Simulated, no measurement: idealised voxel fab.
Proc. module: voxel wiring stack
Section cut is 260 nm wide and gridded with 5 nm square cells.
This document writes a cross-section as a grid whose cells are square, and gives it as bands, listed from the top down; one or more rows of cells form a band. A band entry consists of two parts. The first gives the height of the band's top and the height of its bottom, in nm. The rest lists the band's materials from left to right, each with its width in nm. A single material labelled with the word "throughout" fills the band from edge to edge, and the word "blank" marks empty space. Heights are expressed relative to 0, this being the level below which the as-received wafer comprises one material exclusively. The lowest band is unbounded in the downward direction and is denoted as in "0 down". The expression "30..40" gives the width at the extremes of the band, the first number at its top row of cells and the second at its bottom row, with the width changing by equal amounts from each row to the next in between. Key: "same as before" - step with no changed cell in the cross-section. Enclosed cavities: empty space of 8 cells or more with no open way to the top, each as width x height at its distance from the left edge, in nm. Past the settings on a step's line: simulator remark, on that step. You can add "overlay nm" to a step's line. For a step with a mask, it describes how far the mask lay to the right of its planned position, and a negative number describes a lay to the left. Before/after cross-section pairs, one process step each; after shown to lowest changed band; step and settings beneath. Pairs may be from different runs of this module on the same starting wafer; a pair continues from the one above only where its "Before step" entry says so.
Before step:
0 down = Si throughout
Enclosed cavities: none
Structure After Step:
15 to 0 = SiO2 throughout
Note: structure below 0 unchanged.
Enclosed cavities: none
Step, before to after (see cross-sections above): CONFORMAL_DEP | material SiO2 | thk nm 15
Before step: after-step cross-section of the pair just above applies.
Structure After Step:
20 to 15 = TiN throughout
Note: structure below 15 unchanged.
Enclosed cavities: none
Step, before to after (see cross-sections above): DIRECTIONAL_DEP | material TiN | thk nm 5
Before step: after-step cross-section of the pair just above applies.
Structure After Step:
45 to 20 = W throughout
Note: structure below 20 unchanged.
Enclosed cavities: none
Step, before to after (see cross-sections above): DIRECTIONAL_DEP | material W | thk nm 25
Before step: after-step cross-section of the pair just above applies.
Structure After Step:
45 to 20 = blank 85; W 30; blank 25; W 30; blank 90
Note: structure below 20 unchanged.
Enclosed cavities: none
Step, before to after (see cross-sections above): MASKED_ETCH | tone cover | mask id METAL_1 | width nm 30 | pitch nm 55 | etch materials W | depth nm 25 | overlay nm 0
Before step: after-step cross-section of the pair just above applies.
Structure After Step:
45 to 20 = blank 85; W 30; blank 25; W 30; blank 90
20 to 15 = blank 85; TiN 30; blank 25; TiN 30; blank 90
Note: structure below 15 unchanged.
Enclosed cavities: none
Step, before to after (see cross-sections above): MASKED_ETCH | tone cover | mask id METAL_1 | width nm 30 | pitch nm 55 | etch materials TiN | depth nm 5 | overlay nm 0
Before step: after-step cross-section of the pair just above applies.
Structure After Step:
50 to 45 = lowk throughout
45 to 20 = lowk 85; W 30; lowk 25; W 30; lowk 90
20 to 15 = lowk 85; TiN 30; lowk 25; TiN 30; lowk 90
Note: structure below 15 unchanged.
Enclosed cavities: none
Step, before to after (see cross-sections above): FILL_DEP | material lowk | thk nm 5
Before step: after-step cross-section of the pair just above applies.
Structure After Step:
45 to 20 = lowk 85; W 30; lowk 25; W 30; lowk 90
Note: structure below 20 unchanged.
Enclosed cavities: none
Step, before to after (see cross-sections above): CMP | height nm 45
Before step: after-step cross-section of the pair just above applies.
Structure After Step:
50 to 45 = SiCN throughout
Note: structure below 45 unchanged.
Enclosed cavities: none
Step, before to after (see cross-sections above): CONFORMAL_DEP | material SiCN | thk nm 5
Before step: after-step cross-section of the pair just above applies.
Structure After Step:
60 to 50 = lowk throughout
Note: structure below 50 unchanged.
Enclosed cavities: none
Step, before to after (see cross-sections above): DIRECTIONAL_DEP | material lowk | thk nm 10
Before step: after-step cross-section of the pair just above applies.
Structure After Step:
60 to 50 = lowk 85; blank 15; lowk 160
Note: structure below 50 unchanged.
Enclosed cavities: none
Step, before to after (see cross-sections above): MASKED_ETCH | tone open | mask id PLUG_1 | width nm 15 | etch materials lowk | depth nm 10 | overlay nm 0
Before step: after-step cross-section of the pair just above applies.
Structure After Step:
60 to 50 = lowk 85; blank 15; lowk 160
50 to 45 = SiCN 85; blank 15; SiCN 160
Note: structure below 45 unchanged.
Enclosed cavities: none
Step, before to after (see cross-sections above): MASKED_ETCH | tone open | mask id PLUG_1 | width nm 15 | etch materials SiCN | depth nm 5 | overlay nm 0
Before step: after-step cross-section of the pair just above applies.
Structure After Step:
60 to 55 = lowk 85; blank 15; lowk 160
55 to 50 = lowk 85; Ru 15; lowk 160
50 to 45 = SiCN 85; Ru 15; SiCN 160
Note: structure below 45 unchanged.
Enclosed cavities: none
Step, before to after (see cross-sections above): EPI | material Ru | thk nm 10
Before step: after-step cross-section of the pair just above applies.
Structure After Step:
60 to 50 = lowk 85; Ru 15; lowk 160
Note: structure below 50 unchanged.
Enclosed cavities: none
Step, before to after (see cross-sections above): EPI | material Ru | thk nm 5
Before step: after-step cross-section of the pair just above applies.
Structure After Step:
65 to 60 = TiN throughout
Note: structure below 60 unchanged.
Enclosed cavities: none
Step, before to after (see cross-sections above): DIRECTIONAL_DEP | material TiN | thk nm 5
Before step: after-step cross-section of the pair just above applies.
Structure After Step:
80 to 65 = W throughout
Note: structure below 65 unchanged.
Enclosed cavities: none
Step, before to after (see cross-sections above): DIRECTIONAL_DEP | material W | thk nm 15
Before step: after-step cross-section of the pair just above applies.
Structure After Step:
95 to 80 = blank 85; resist 30; blank 25; resist 30; blank 90
Note: structure below 80 unchanged.
Enclosed cavities: none
Step, before to after (see cross-sections above): PATTERN | tone cover | mask id METAL_2 | material resist | width nm 30 | pitch nm 55 | thk nm 15 | overlay nm 0
Before step: after-step cross-section of the pair just above applies.
Structure After Step:
95 to 80 = blank 85; resist 30; blank 25; resist 30; blank 90
80 to 65 = blank 85; W 30; blank 25; W 30; blank 90
Note: structure below 65 unchanged.
Enclosed cavities: none
Step, before to after (see cross-sections above): DIRECTIONAL_ETCH | etch materials W | depth nm 15
Before step: after-step cross-section of the pair just above applies.
Structure After Step:
95 to 80 = blank 85; resist 30; blank 25; resist 30; blank 90
80 to 65 = blank 85; W 30; blank 25; W 30; blank 90
65 to 60 = blank 85; TiN 30; blank 25; TiN 30; blank 90
Note: structure below 60 unchanged.
Enclosed cavities: none
Step, before to after (see cross-sections above): DIRECTIONAL_ETCH | etch materials TiN | depth nm 5
Before step: after-step cross-section of the pair just above applies.
Structure After Step:
80 to 65 = blank 85; W 30; blank 25; W 30; blank 90
Note: structure below 65 unchanged.
Enclosed cavities: none
Step, before to after (see cross-sections above): STRIP | etch materials resist
Before step: after-step cross-section of the pair just above applies.
Structure After Step:
90 to 80 = lowk throughout
80 to 65 = lowk 85; W 30; lowk 25; W 30; lowk 90
65 to 60 = lowk 85; TiN 30; lowk 25; TiN 30; lowk 90
Note: structure below 60 unchanged.
Enclosed cavities: none
Step, before to after (see cross-sections above): FILL_DEP | material lowk | thk nm 10
Before step: after-step cross-section of the pair just above applies.
Structure After Step:
80 to 65 = lowk 85; W 30; lowk 25; W 30; lowk 90
Note: structure below 65 unchanged.
Enclosed cavities: none
Step, before to after (see cross-sections above): CMP | height nm 80
Before step: after-step cross-section of the pair just above applies.
Structure After Step:
85 to 80 = SiCN throughout
Note: structure below 80 unchanged.
Enclosed cavities: none
Step, before to after (see cross-sections above): CONFORMAL_DEP | material SiCN | thk nm 5
Before step: after-step cross-section of the pair just above applies.
Structure After Step:
100 to 85 = lowk throughout
Note: structure below 85 unchanged.
Enclosed cavities: none
Step, before to after (see cross-sections above): DIRECTIONAL_DEP | material lowk | thk nm 15
Before step: after-step cross-section of the pair just above applies.
Structure After Step:
120 to 100 = resist 85; blank 15; resist 40; blank 15; resist 105
Note: structure below 100 unchanged.
Enclosed cavities: none
Step, before to after (see cross-sections above): PATTERN | tone open | mask id PLUG_2 | material resist | width nm 15 | pitch nm 55 | thk nm 20 | overlay nm 0
Before step: after-step cross-section of the pair just above applies.
Structure After Step:
120 to 100 = resist 85; blank 15; resist 40; blank 15; resist 105
100 to 85 = lowk 85; blank 15; lowk 40; blank 15; lowk 105
Note: structure below 85 unchanged.
Enclosed cavities: none
Step, before to after (see cross-sections above): DIRECTIONAL_ETCH | etch materials lowk | depth nm 15
Before step: after-step cross-section of the pair just above applies.
Structure After Step:
120 to 100 = resist 85; blank 15; resist 40; blank 15; resist 105
100 to 85 = lowk 85; blank 15; lowk 40; blank 15; lowk 105
85 to 80 = SiCN 85; blank 15; SiCN 40; blank 15; SiCN 105
Note: structure below 80 unchanged.
Enclosed cavities: none
Step, before to after (see cross-sections above): DIRECTIONAL_ETCH | etch materials SiCN | depth nm 5
Before step: after-step cross-section of the pair just above applies.
Structure After Step:
100 to 85 = lowk 85; blank 15; lowk 40; blank 15; lowk 105
Note: structure below 85 unchanged.
Enclosed cavities: none
Step, before to after (see cross-sections above): STRIP | etch materials resist
Before step: after-step cross-section of the pair just above applies.
Structure After Step:
100 to 90 = lowk 85; blank 15; lowk 40; blank 15; lowk 105
90 to 85 = lowk 85; Ru 15; lowk 40; Ru 15; lowk 105
85 to 80 = SiCN 85; Ru 15; SiCN 40; Ru 15; SiCN 105
Note: structure below 80 unchanged.
Enclosed cavities: none
Step, before to after (see cross-sections above): EPI | material Ru | thk nm 10
Before step: after-step cross-section of the pair just above applies.
Structure After Step:
100 to 85 = lowk 85; Ru 15; lowk 40; Ru 15; lowk 105
Note: structure below 85 unchanged.
Enclosed cavities: none
Step, before to after (see cross-sections above): EPI | material Ru | thk nm 10
Before step: after-step cross-section of the pair just above applies.
Structure After Step:
105 to 100 = SiCN throughout
Note: structure below 100 unchanged.
Enclosed cavities: none
Step, before to after (see cross-sections above): CONFORMAL_DEP | material SiCN | thk nm 5
Before step: after-step cross-section of the pair just above applies.
Structure After Step:
125 to 105 = lowk throughout
Note: structure below 105 unchanged.
Enclosed cavities: none
Step, before to after (see cross-sections above): DIRECTIONAL_DEP | material lowk | thk nm 20
Before step: after-step cross-section of the pair just above applies.
Structure After Step:
135 to 125 = aC throughout
Note: structure below 125 unchanged.
Enclosed cavities: none
Step, before to after (see cross-sections above): DIRECTIONAL_DEP | material aC | thk nm 10
Before step: after-step cross-section of the pair just above applies.
Structure After Step:
160 to 135 = resist 85; blank 30; resist 25; blank 30; resist 90
Note: structure below 135 unchanged.
Enclosed cavities: none
Step, before to after (see cross-sections above): PATTERN | tone open | mask id METAL_3 | material resist | width nm 30 | pitch nm 55 | thk nm 25 | overlay nm 0
Before step: after-step cross-section of the pair just above applies.
Structure After Step:
150 to 135 = resist 85; blank 30; resist 25; blank 30; resist 90
135 to 125 = aC 85; blank 30; aC 25; blank 30; aC 90
Note: structure below 125 unchanged.
Enclosed cavities: none
Step, before to after (see cross-sections above): DIRECTIONAL_ETCH | etch materials aC | depth nm 10
Before step: after-step cross-section of the pair just above applies.
Structure After Step:
135 to 125 = aC 85; blank 30; aC 25; blank 30; aC 90
Note: structure below 125 unchanged.
Enclosed cavities: none
Step, before to after (see cross-sections above): STRIP | etch materials resist
Before step: after-step cross-section of the pair just above applies.
Structure After Step:
135 to 125 = aC 85; blank 30; aC 25; blank 30; aC 90
125 to 105 = lowk 85; blank 30; lowk 25; blank 30; lowk 90
Note: structure below 105 unchanged.
Enclosed cavities: none
Step, before to after (see cross-sections above): DIRECTIONAL_ETCH | etch materials lowk | depth nm 20
Before step: after-step cross-section of the pair just above applies.
Structure After Step:
135 to 125 = aC 85; blank 30; aC 25; blank 30; aC 90
125 to 105 = lowk 85; blank 30; lowk 25; blank 30; lowk 90
105 to 100 = SiCN 85; blank 30; SiCN 25; blank 30; SiCN 90
Note: structure below 100 unchanged.
Enclosed cavities: none
Step, before to after (see cross-sections above): DIRECTIONAL_ETCH | etch materials SiCN | depth nm 5
Before step: after-step cross-section of the pair just above applies.
Structure After Step:
125 to 105 = lowk 85; blank 30; lowk 25; blank 30; lowk 90
Note: structure below 105 unchanged.
Enclosed cavities: none
Step, before to after (see cross-sections above): STRIP | etch materials aC
Before step: after-step cross-section of the pair just above applies.
Structure After Step:
130 to 125 = TiN 90; blank 20; TiN 35; blank 20; TiN 95
125 to 105 = lowk 85; TiN 5; blank 20; TiN 5; lowk 25; TiN 5; blank 20; TiN 5; lowk 90
105 to 100 = SiCN 85; TiN 30; SiCN 25; TiN 30; SiCN 90
Note: structure below 100 unchanged.
Enclosed cavities: none
Step, before to after (see cross-sections above): CONFORMAL_DEP | material TiN | thk nm 5
Before step: after-step cross-section of the pair just above applies.
Structure After Step:
140 to 130 = Ru throughout
130 to 125 = TiN 90; Ru 20; TiN 35; Ru 20; TiN 95
125 to 105 = lowk 85; TiN 5; Ru 20; TiN 5; lowk 25; TiN 5; Ru 20; TiN 5; lowk 90
Note: structure below 105 unchanged.
Enclosed cavities: none
Step, before to after (see cross-sections above): FILL_DEP | material Ru | thk nm 10
Before step: after-step cross-section of the pair just above applies.
Structure After Step:
125 to 105 = lowk 85; TiN 5; Ru 20; TiN 5; lowk 25; TiN 5; Ru 20; TiN 5; lowk 90
Note: structure below 105 unchanged.
Enclosed cavities: none
Step, before to after (see cross-sections above): CMP | height nm 125
Before step: after-step cross-section of the pair just above applies.
Structure After Step:
130 to 125 = SiCN throughout
Note: structure below 125 unchanged.
Enclosed cavities: none
Step, before to after (see cross-sections above): CONFORMAL_DEP | material SiCN | thk nm 5
Before step: after-step cross-section of the pair just above applies.
Structure After Step:
140 to 130 = SiO2 throughout
Note: structure below 130 unchanged.
Enclosed cavities: none
Step, before to after (see cross-sections above): DIRECTIONAL_DEP | material SiO2 | thk nm 10
Before step: after-step cross-section of the pair just above applies.
Structure After Step:
140 to 130 = SiO2 85; blank 15; SiO2 40; blank 15; SiO2 105
Note: structure below 130 unchanged.
Enclosed cavities: none
Step, before to after (see cross-sections above): MASKED_ETCH | tone open | mask id PLUG_3 | width nm 15 | pitch nm 55 | etch materials SiO2 | depth nm 10 | overlay nm 0
Before step: after-step cross-section of the pair just above applies.
Structure After Step:
140 to 130 = SiO2 85; blank 15; SiO2 40; blank 15; SiO2 105
130 to 125 = SiCN 85; blank 15; SiCN 40; blank 15; SiCN 105
Note: structure below 125 unchanged.
Enclosed cavities: none
Step, before to after (see cross-sections above): MASKED_ETCH | tone open | mask id PLUG_3 | width nm 15 | pitch nm 55 | etch materials SiCN | depth nm 5 | overlay nm 0
Before step: after-step cross-section of the pair just above applies.
Structure After Step:
145 to 140 = TiN 90; blank 5; TiN 50; blank 5; TiN 110
140 to 130 = SiO2 85; TiN 5; blank 5; TiN 5; SiO2 40; TiN 5; blank 5; TiN 5; SiO2 105
130 to 125 = SiCN 85; TiN 15; SiCN 40; TiN 15; SiCN 105
Note: structure below 125 unchanged.
Enclosed cavities: none
Step, before to after (see cross-sections above): CONFORMAL_DEP | material TiN | thk nm 5
Before step: after-step cross-section of the pair just above applies.
Structure After Step:
155 to 145 = W throughout
145 to 140 = TiN 90; W 5; TiN 50; W 5; TiN 110
140 to 130 = SiO2 85; TiN 5; W 5; TiN 5; SiO2 40; TiN 5; W 5; TiN 5; SiO2 105
Note: structure below 130 unchanged.
Enclosed cavities: none
Step, before to after (see cross-sections above): FILL_DEP | material W | thk nm 10
Before step: after-step cross-section of the pair just above applies.
Structure After Step:
140 to 130 = SiO2 85; TiN 5; W 5; TiN 5; SiO2 40; TiN 5; W 5; TiN 5; SiO2 105
Note: structure below 130 unchanged.
Enclosed cavities: none
Step, before to after (see cross-sections above): CMP | height nm 140
Before step: after-step cross-section of the pair just above applies.
Structure After Step:
145 to 140 = SiN throughout
Note: structure below 140 unchanged.
Enclosed cavities: none
Step, before to after (see cross-sections above): CONFORMAL_DEP | material SiN | thk nm 5
Before step: after-step cross-section of the pair just above applies.
Structure After Step:
165 to 145 = SiO2 throughout
Note: structure below 145 unchanged.
Enclosed cavities: none
Step, before to after (see cross-sections above): DIRECTIONAL_DEP | material SiO2 | thk nm 20
Before step: after-step cross-section of the pair just above applies.
Structure After Step:
185 to 165 = resist 85; blank 30; resist 25; blank 30; resist 90
Note: structure below 165 unchanged.
Enclosed cavities: none
Step, before to after (see cross-sections above): PATTERN | tone open | mask id METAL_4 | material resist | width nm 30 | pitch nm 55 | thk nm 20 | overlay nm 0
Before step: after-step cross-section of the pair just above applies.
Structure After Step:
185 to 165 = resist 85; blank 30; resist 25; blank 30; resist 90
165 to 145 = SiO2 85; blank 30; SiO2 25; blank 30; SiO2 90
Note: structure below 145 unchanged.
Enclosed cavities: none
Step, before to after (see cross-sections above): DIRECTIONAL_ETCH | etch materials SiO2 | depth nm 20
Before step: after-step cross-section of the pair just above applies.
Structure After Step:
185 to 165 = resist 85; blank 30; resist 25; blank 30; resist 90
165 to 145 = SiO2 85; blank 30; SiO2 25; blank 30; SiO2 90
145 to 140 = SiN 85; blank 30; SiN 25; blank 30; SiN 90
Note: structure below 140 unchanged.
Enclosed cavities: none
Step, before to after (see cross-sections above): DIRECTIONAL_ETCH | etch materials SiN | depth nm 5
Before step: after-step cross-section of the pair just above applies.
Structure After Step:
165 to 145 = SiO2 85; blank 30; SiO2 25; blank 30; SiO2 90
Note: structure below 145 unchanged.
Enclosed cavities: none
Step, before to after (see cross-sections above): STRIP | etch materials resist
Before step: after-step cross-section of the pair just above applies.
Structure After Step:
170 to 165 = TiN 90; blank 20; TiN 35; blank 20; TiN 95
165 to 145 = SiO2 85; TiN 5; blank 20; TiN 5; SiO2 25; TiN 5; blank 20; TiN 5; SiO2 90
145 to 140 = SiN 85; TiN 30; SiN 25; TiN 30; SiN 90
Note: structure below 140 unchanged.
Enclosed cavities: none
Step, before to after (see cross-sections above): CONFORMAL_DEP | material TiN | thk nm 5
Before step: after-step cross-section of the pair just above applies.
Structure After Step:
180 to 170 = Cu throughout
170 to 165 = TiN 90; Cu 20; TiN 35; Cu 20; TiN 95
165 to 145 = SiO2 85; TiN 5; Cu 20; TiN 5; SiO2 25; TiN 5; Cu 20; TiN 5; SiO2 90
Note: structure below 145 unchanged.
Enclosed cavities: none
Step, before to after (see cross-sections above): FILL_DEP | material Cu | thk nm 10
Before step: after-step cross-section of the pair just above applies.
Structure After Step:
165 to 145 = SiO2 85; TiN 5; Cu 20; TiN 5; SiO2 25; TiN 5; Cu 20; TiN 5; SiO2 90
Note: structure below 145 unchanged.
Enclosed cavities: none
Step, before to after (see cross-sections above): CMP | height nm 165
Before step: after-step cross-section of the pair just above applies.
Structure After Step:
170 to 165 = blank 80; Ru 40; blank 15; Ru 40; blank 85
Note: structure below 165 unchanged.
Enclosed cavities: none
Step, before to after (see cross-sections above): EPI | material Ru | thk nm 5
Before step: after-step cross-section of the pair just above applies.
Structure After Step:
175 to 170 = SiCN throughout
170 to 165 = SiCN 80; Ru 40; SiCN 15; Ru 40; SiCN 85
Note: structure below 165 unchanged.
Enclosed cavities: none
Step, before to after (see cross-sections above): FILL_DEP | material SiCN | thk nm 5
Before step:
100 to 85 = lowk 85; Ru 15; lowk 40; Ru 15; lowk 105
85 to 80 = SiCN 85; Ru 15; SiCN 40; Ru 15; SiCN 105
80 to 65 = lowk 85; W 30; lowk 25; W 30; lowk 90
65 to 60 = lowk 85; TiN 30; lowk 25; TiN 30; lowk 90
60 to 50 = lowk 85; Ru 15; lowk 160
50 to 45 = SiCN 85; Ru 15; SiCN 160
45 to 20 = lowk 85; W 30; lowk 25; W 30; lowk 90
20 to 15 = lowk 85; TiN 30; lowk 25; TiN 30; lowk 90
15 to 0 = SiO2 throughout
0 down = Si throughout
Enclosed cavities: none
Structure After Step:
110 to 100 = blank 75; Ru 35; blank 20; Ru 35; blank 95
Note: structure below 100 unchanged.
Enclosed cavities: none
Step, before to after (see cross-sections above): EPI | material Ru | thk nm 10
Before step: after-step cross-section of the pair just above applies.
Structure After Step:
115 to 110 = blank 70; SiCN 45; blank 10; SiCN 45; blank 90
110 to 105 = blank 70; SiCN 5; Ru 35; SiCN 5; blank 10; SiCN 5; Ru 35; SiCN 5; blank 90
105 to 100 = SiCN 75; Ru 35; SiCN 20; Ru 35; SiCN 95
Note: structure below 100 unchanged.
Enclosed cavities: none
Step, before to after (see cross-sections above): CONFORMAL_DEP | material SiCN | thk nm 5
Before step: after-step cross-section of the pair just above applies.
Structure After Step:
135 to 125 = blank 70; lowk 45; blank 10; lowk 45; blank 90
125 to 115 = lowk throughout
115 to 110 = lowk 70; SiCN 45; lowk 10; SiCN 45; lowk 90
110 to 105 = lowk 70; SiCN 5; Ru 35; SiCN 5; lowk 10; SiCN 5; Ru 35; SiCN 5; lowk 90
Note: structure below 105 unchanged.
Enclosed cavities: none
Step, before to after (see cross-sections above): DIRECTIONAL_DEP | material lowk | thk nm 20
Before step: after-step cross-section of the pair just above applies.
Structure After Step:
145 to 135 = blank 70; aC 45; blank 10; aC 45; blank 90
135 to 125 = aC 70; lowk 45; aC 10; lowk 45; aC 90
Note: structure below 125 unchanged.
Enclosed cavities: none
Step, before to after (see cross-sections above): DIRECTIONAL_DEP | material aC | thk nm 10
Before step: after-step cross-section of the pair just above applies.
Structure After Step:
170 to 145 = resist 85; blank 30; resist 25; blank 30; resist 90
145 to 135 = resist 70; aC 45; resist 10; aC 45; resist 90
Note: structure below 135 unchanged.
Enclosed cavities: none
Step, before to after (see cross-sections above): PATTERN | tone open | mask id METAL_3 | material resist | width nm 30 | pitch nm 55 | thk nm 25 | overlay nm 0
Before step: after-step cross-section of the pair just above applies.
Structure After Step:
160 to 145 = resist 85; blank 30; resist 25; blank 30; resist 90
145 to 135 = resist 70; aC 15; blank 30; resist 10; aC 15; blank 30; resist 90
Note: structure below 135 unchanged.
Enclosed cavities: none
Step, before to after (see cross-sections above): DIRECTIONAL_ETCH | etch materials aC | depth nm 10
Before step: after-step cross-section of the pair just above applies.
Structure After Step:
145 to 135 = blank 70; aC 15; blank 40; aC 15; blank 120
Note: structure below 135 unchanged.
Enclosed cavities: none
Step, before to after (see cross-sections above): STRIP | etch materials resist
Before step: after-step cross-section of the pair just above applies.
Structure After Step:
145 to 135 = blank 70; aC 15; blank 40; aC 15; blank 120
135 to 125 = aC 70; lowk 15; blank 30; aC 10; lowk 15; blank 30; aC 90
125 to 115 = lowk 85; blank 30; lowk 25; blank 30; lowk 90
Note: structure below 115 unchanged.
Enclosed cavities: none
Step, before to after (see cross-sections above): DIRECTIONAL_ETCH | etch materials lowk | depth nm 20
Before step: after-step cross-section of the pair just above applies.
Structure After Step:
145 to 135 = blank 70; aC 15; blank 40; aC 15; blank 120
135 to 125 = aC 70; lowk 15; blank 30; aC 10; lowk 15; blank 30; aC 90
125 to 115 = lowk 85; blank 30; lowk 25; blank 30; lowk 90
115 to 110 = lowk 70; SiCN 15; blank 30; lowk 10; SiCN 15; blank 30; lowk 90
Note: structure below 110 unchanged.
Enclosed cavities: none
Step, before to after (see cross-sections above): DIRECTIONAL_ETCH | etch materials SiCN | depth nm 5
Before step: after-step cross-section of the pair just above applies.
Structure After Step:
135 to 125 = blank 70; lowk 15; blank 40; lowk 15; blank 120
Note: structure below 125 unchanged.
Enclosed cavities: none
Step, before to after (see cross-sections above): STRIP | etch materials aC
Before step: after-step cross-section of the pair just above applies.
Structure After Step:
140 to 135 = blank 65; TiN 25; blank 30; TiN 25; blank 115
135 to 130 = blank 65; TiN 5; lowk 15; TiN 5; blank 30; TiN 5; lowk 15; TiN 5; blank 115
130 to 125 = TiN 70; lowk 15; TiN 5; blank 20; TiN 15; lowk 15; TiN 5; blank 20; TiN 95
125 to 115 = lowk 85; TiN 5; blank 20; TiN 5; lowk 25; TiN 5; blank 20; TiN 5; lowk 90
115 to 110 = lowk 70; SiCN 15; TiN 30; lowk 10; SiCN 15; TiN 30; lowk 90
Note: structure below 110 unchanged.
Enclosed cavities: none
Step, before to after (see cross-sections above): CONFORMAL_DEP | material TiN | thk nm 5
Before step: after-step cross-section of the pair just above applies.
Structure After Step:
150 to 140 = Ru throughout
140 to 135 = Ru 65; TiN 25; Ru 30; TiN 25; Ru 115
135 to 130 = Ru 65; TiN 5; lowk 15; TiN 5; Ru 30; TiN 5; lowk 15; TiN 5; Ru 115
130 to 125 = TiN 70; lowk 15; TiN 5; Ru 20; TiN 15; lowk 15; TiN 5; Ru 20; TiN 95
125 to 115 = lowk 85; TiN 5; Ru 20; TiN 5; lowk 25; TiN 5; Ru 20; TiN 5; lowk 90
Note: structure below 115 unchanged.
Enclosed cavities: none
Step, before to after (see cross-sections above): FILL_DEP | material Ru | thk nm 10
Before step: after-step cross-section of the pair just above applies.
Structure After Step:
125 to 115 = lowk 85; TiN 5; Ru 20; TiN 5; lowk 25; TiN 5; Ru 20; TiN 5; lowk 90
Note: structure below 115 unchanged.
Enclosed cavities: none
Step, before to after (see cross-sections above): CMP | height nm 125
Before step: after-step cross-section of the pair just above applies.
Structure After Step:
130 to 125 = SiCN throughout
Note: structure below 125 unchanged.
Enclosed cavities: none
Step, before to after (see cross-sections above): CONFORMAL_DEP | material SiCN | thk nm 5
Before step: after-step cross-section of the pair just above applies.
Structure After Step:
140 to 130 = SiO2 throughout
Note: structure below 130 unchanged.
Enclosed cavities: none
Step, before to after (see cross-sections above): DIRECTIONAL_DEP | material SiO2 | thk nm 10
Before step: after-step cross-section of the pair just above applies.
Structure After Step:
140 to 130 = SiO2 85; blank 15; SiO2 40; blank 15; SiO2 105
Note: structure below 130 unchanged.
Enclosed cavities: none
Step, before to after (see cross-sections above): MASKED_ETCH | tone open | mask id PLUG_3 | width nm 15 | pitch nm 55 | etch materials SiO2 | depth nm 10 | overlay nm 0
Before step: after-step cross-section of the pair just above applies.
Structure After Step:
140 to 130 = SiO2 85; blank 15; SiO2 40; blank 15; SiO2 105
130 to 125 = SiCN 85; blank 15; SiCN 40; blank 15; SiCN 105
Note: structure below 125 unchanged.
Enclosed cavities: none
Step, before to after (see cross-sections above): MASKED_ETCH | tone open | mask id PLUG_3 | width nm 15 | pitch nm 55 | etch materials SiCN | depth nm 5 | overlay nm 0
Before step: after-step cross-section of the pair just above applies.
Structure After Step:
145 to 140 = TiN 90; blank 5; TiN 50; blank 5; TiN 110
140 to 130 = SiO2 85; TiN 5; blank 5; TiN 5; SiO2 40; TiN 5; blank 5; TiN 5; SiO2 105
130 to 125 = SiCN 85; TiN 15; SiCN 40; TiN 15; SiCN 105
Note: structure below 125 unchanged.
Enclosed cavities: none
Step, before to after (see cross-sections above): CONFORMAL_DEP | material TiN | thk nm 5
Before step: after-step cross-section of the pair just above applies.
Structure After Step:
155 to 145 = W throughout
145 to 140 = TiN 90; W 5; TiN 50; W 5; TiN 110
140 to 130 = SiO2 85; TiN 5; W 5; TiN 5; SiO2 40; TiN 5; W 5; TiN 5; SiO2 105
Note: structure below 130 unchanged.
Enclosed cavities: none
Step, before to after (see cross-sections above): FILL_DEP | material W | thk nm 10
Before step: after-step cross-section of the pair just above applies.
Structure After Step:
140 to 130 = SiO2 85; TiN 5; W 5; TiN 5; SiO2 40; TiN 5; W 5; TiN 5; SiO2 105
Note: structure below 130 unchanged.
Enclosed cavities: none
Step, before to after (see cross-sections above): CMP | height nm 140
Before step: after-step cross-section of the pair just above applies.
Structure After Step:
145 to 140 = SiN throughout
Note: structure below 140 unchanged.
Enclosed cavities: none
Step, before to after (see cross-sections above): CONFORMAL_DEP | material SiN | thk nm 5
Before step: after-step cross-section of the pair just above applies.
Structure After Step:
165 to 145 = SiO2 throughout
Note: structure below 145 unchanged.
Enclosed cavities: none
Step, before to after (see cross-sections above): DIRECTIONAL_DEP | material SiO2 | thk nm 20
Before step: after-step cross-section of the pair just above applies.
Structure After Step:
185 to 165 = resist 85; blank 30; resist 25; blank 30; resist 90
Note: structure below 165 unchanged.
Enclosed cavities: none
Step, before to after (see cross-sections above): PATTERN | tone open | mask id METAL_4 | material resist | width nm 30 | pitch nm 55 | thk nm 20 | overlay nm 0
Before step: after-step cross-section of the pair just above applies.
Structure After Step:
185 to 165 = resist 85; blank 30; resist 25; blank 30; resist 90
165 to 145 = SiO2 85; blank 30; SiO2 25; blank 30; SiO2 90
Note: structure below 145 unchanged.
Enclosed cavities: none
Step, before to after (see cross-sections above): DIRECTIONAL_ETCH | etch materials SiO2 | depth nm 20
Before step: after-step cross-section of the pair just above applies.
Structure After Step:
185 to 165 = resist 85; blank 30; resist 25; blank 30; resist 90
165 to 145 = SiO2 85; blank 30; SiO2 25; blank 30; SiO2 90
145 to 140 = SiN 85; blank 30; SiN 25; blank 30; SiN 90
Note: structure below 140 unchanged.
Enclosed cavities: none
Step, before to after (see cross-sections above): DIRECTIONAL_ETCH | etch materials SiN | depth nm 5
Before step: after-step cross-section of the pair just above applies.
Structure After Step:
165 to 145 = SiO2 85; blank 30; SiO2 25; blank 30; SiO2 90
Note: structure below 145 unchanged.
Enclosed cavities: none
Step, before to after (see cross-sections above): STRIP | etch materials resist
Before step: after-step cross-section of the pair just above applies.
Structure After Step:
170 to 165 = TiN 90; blank 20; TiN 35; blank 20; TiN 95
165 to 145 = SiO2 85; TiN 5; blank 20; TiN 5; SiO2 25; TiN 5; blank 20; TiN 5; SiO2 90
145 to 140 = SiN 85; TiN 30; SiN 25; TiN 30; SiN 90
Note: structure below 140 unchanged.
Enclosed cavities: none
Step, before to after (see cross-sections above): CONFORMAL_DEP | material TiN | thk nm 5
Before step: after-step cross-section of the pair just above applies.
Structure After Step:
180 to 170 = Cu throughout
170 to 165 = TiN 90; Cu 20; TiN 35; Cu 20; TiN 95
165 to 145 = SiO2 85; TiN 5; Cu 20; TiN 5; SiO2 25; TiN 5; Cu 20; TiN 5; SiO2 90
Note: structure below 145 unchanged.
Enclosed cavities: none
Step, before to after (see cross-sections above): FILL_DEP | material Cu | thk nm 10
Before step: after-step cross-section of the pair just above applies.
Structure After Step:
165 to 145 = SiO2 85; TiN 5; Cu 20; TiN 5; SiO2 25; TiN 5; Cu 20; TiN 5; SiO2 90
Note: structure below 145 unchanged.
Enclosed cavities: none
Step, before to after (see cross-sections above): CMP | height nm 165
Before step: after-step cross-section of the pair just above applies.
Structure After Step:
170 to 165 = blank 80; Ru 40; blank 15; Ru 40; blank 85
Note: structure below 165 unchanged.
Enclosed cavities: none
Step, before to after (see cross-sections above): EPI | material Ru | thk nm 5
Before step: after-step cross-section of the pair just above applies.
Structure After Step:
175 to 170 = SiCN throughout
170 to 165 = SiCN 80; Ru 40; SiCN 15; Ru 40; SiCN 85
Note: structure below 165 unchanged.
Enclosed cavities: none
Step, before to after (see cross-sections above): FILL_DEP | material SiCN | thk nm 5
